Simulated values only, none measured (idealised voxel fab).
The following is a process module called voxel self aligned contacts.
The width of the displayed cross-section, cut, is 225 nm; its cells are square, with a size of 5 nm.
How to read a cross-section here: the picture is a grid of square cells, written as bands going from the top down, and any band can span one or more rows of cells. Quick guide to a band line: top height, bottom height (nm) up front; then every material left to right with its width in nm. Only one material and it's marked "all across"? Then it fills the band edge to edge. And "air" just means empty space. Heights from 0 (as-received wafer is one material below). Bottom band endless downward, as "top 0, no bottom". Note: "30..40" means the width goes from the first number (top row of the band) to the second number (bottom row) in equal steps per row of cells. "all unchanged", as given for a step, is the statement that not any cell of the cross-section underwent a change during that step. "Sealed-off cavities": empty spaces of 8 cells or more with no open way to the top, each given as width x height at distance, distance from the left edge, all in nm. The remark found on a step's line after its settings is issued by the simulator itself and pertains to that step. Steps that use a mask can have "overlay nm" on their line. It says how far the mask sat to the right of where it was meant to be. Negative means to the left.
Steps planned for the process
| 1 | RECEIVE [material Si] |
| 2 | CONFORMAL_DEP [material SiO2] [thk nm 5] |
| 3 | DIRECTIONAL_DEP [material polySi] [thk nm 25] |
| 4 | DIRECTIONAL_DEP [material SiN] [thk nm 15] |
| 5 | PATTERN [tone cover] [mask id GATE] [material resist] [width nm 35] [pitch nm 60] [thk nm 15] [overlay nm 0] |
| 6 | DIRECTIONAL_ETCH [etch materials SiN] [depth nm 15] |
| 7 | DIRECTIONAL_ETCH [etch materials polySi] [depth nm 25] |
| 8 | STRIP [etch materials resist] |
| 9 | CONFORMAL_DEP [material SiN] [thk nm 5] |
| 10 | DIRECTIONAL_ETCH [etch materials SiN] [depth nm 5] |
| 11 | FILL_DEP [material SiO2] [thk nm 20] |
| 12 | CMP [height nm 55] |
| 13 | MASKED_ETCH [tone open] [mask id CONTACT] [width nm 35] [etch materials SiO2] [depth nm 55] [overlay nm 0] |
| 14 | CONFORMAL_DEP [material TiN] [thk nm 5] |
| 15 | FILL_DEP [material Ru] [thk nm 5] |
| 16 | CMP [height nm 55] |
| 17 | CONFORMAL_DEP [material SiN] [thk nm 5] |
Cross-section: wafer on arrival = after step 1
	top 0, no bottom | Si all across
	Sealed-off cavities: none
First wafer at the end, as planned
	top 60, bottom 55 | SiN all across
	top 55, bottom 45 | SiO2 95, TiN 5..15, Ru 25..5, TiN 5..15, SiO2 95
	top 45, bottom 30 | SiO2 60, SiN 45, TiN 5, Ru 5, TiN 5, SiN 45, SiO2 60
	top 30, bottom 5 | SiO2 60, SiN 5, polySi 35, SiN 5, TiN 5, Ru 5, TiN 5, SiN 5, polySi 35, SiN 5, SiO2 60
	top 5, bottom 0 | SiO2 105, TiN 15, SiO2 105
	top 0, no bottom | Si all across
	Sealed-off cavities: none
Cross-section, second wafer: same start as the first, same plan as the first, one mistake in running it; taken at the end of the module
	top 60, bottom 55 | SiN all across
	top 55, bottom 45 | SiO2 95, TiN 5..15, Ru 25..5, TiN 5..15, SiO2 95
	top 45, bottom 25 | SiO2 60, SiN 5, polySi 35, SiN 5, TiN 5, Ru 5, TiN 5, SiN 5, polySi 35, SiN 5, SiO2 60
	top 25, bottom 20 | SiO2 60, SiN 5, polySi 35, SiN 5, TiN 15, SiN 5, polySi 35, SiN 5, SiO2 60
	top 20, bottom 5 | SiN all across
	top 5, bottom 0 | SiO2 all across
	top 0, no bottom | Si all across
	Sealed-off cavities: none
In executing the process, a mistake was made relative to the plan: transposition of steps 3 and 4 relative to the planned sequence
Heads up, by the end the second wafer has more or fewer cells of some materials compared to the first: Ru -4 | SiN +81 | SiO2 -69 | TiN -8
